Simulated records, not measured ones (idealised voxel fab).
This is a process module. Its name is voxel spacer lines.
The figure presents cross-section cut, which has a width of 150 nm and is divided into square cells with an edge length of 5 nm.
Square cells in a grid make up a cross-section in this document, and the grid is given as bands, listed from the top down, each one or more rows of cells. Within each band entry, the heights of the top and of the bottom of the band appear first, in that order and in nm; the materials of the band then follow from left to right, each with its corresponding width in nm. The designation "everywhere" on a single material indicates that it fills the band from edge to edge; the designation "air" indicates empty space. Where do heights start? At 0: under that level the wafer as delivered is made of one material only. And the lowest band has no floor; it just carries on downward, as in "0 down". A two-number width, for instance "30->40", indicates that the width is equal to the first number in the top row of the band and to the second number in the bottom row, and that it changes by a constant amount per row of cells. "no change" -> step changed no cross-section cell. In "Closed void list" the enclosed voids are listed, meaning empty spaces of 8 cells or larger without any opening to the top. The form is width x height at distance, distance from the left edge, units nm. Heads up: the bit after the settings on a step's line is the simulator's remark on that step. Steps that use a mask can have "overlay nm" on their line. It says how far the mask sat to the right of where it was meant to be. Negative means to the left.

### The process steps that were planned are listed below
1,RECEIVE (material Si)
2,CONFORMAL_DEP (material Al2O3; thk nm 5)
3,DIRECTIONAL_DEP (material W; thk nm 10)
4,DIRECTIONAL_DEP (material polySi; thk nm 20)
5,PATTERN (tone cover; mask id MANDREL; material resist; width nm 15; pitch nm 50; thk nm 25; overlay nm 0)
6,DIRECTIONAL_ETCH (etch materials polySi; depth nm 20)
7,STRIP (etch materials resist)
8,CONFORMAL_DEP (material SiN; thk nm 10)
9,DIRECTIONAL_ETCH (etch materials SiN; depth nm 10)
10,STRIP (etch materials polySi)
11,DIRECTIONAL_ETCH (etch materials W; depth nm 10)
12,STRIP (etch materials SiN)
13,FILL_DEP (material SiO2; thk nm 5)
14,CMP (height nm 15)

### As-received wafer cross-section (after step 1)
- 0 down  Si everywhere
- Closed void list: none

### Below is the wafer in cross-section after the module was completed. It began from the starting point shown above and followed the plan shown above, except that one mistake was made while running it
- 15 to 5  SiO2: 30 / W: 10 / SiO2: 15 / W: 10 / SiO2: 15 / W: 10 / SiO2: 15 / W: 10 / SiO2: 35
- 5 to 0  W everywhere
- 0 down  Si everywhere
- Closed void list: none
It is concluded that the wafer was processed incorrectly with respect to the plan, in that step 2 did not use the planned setting and instead ran as CONFORMAL_DEP (material W; thk nm 5)
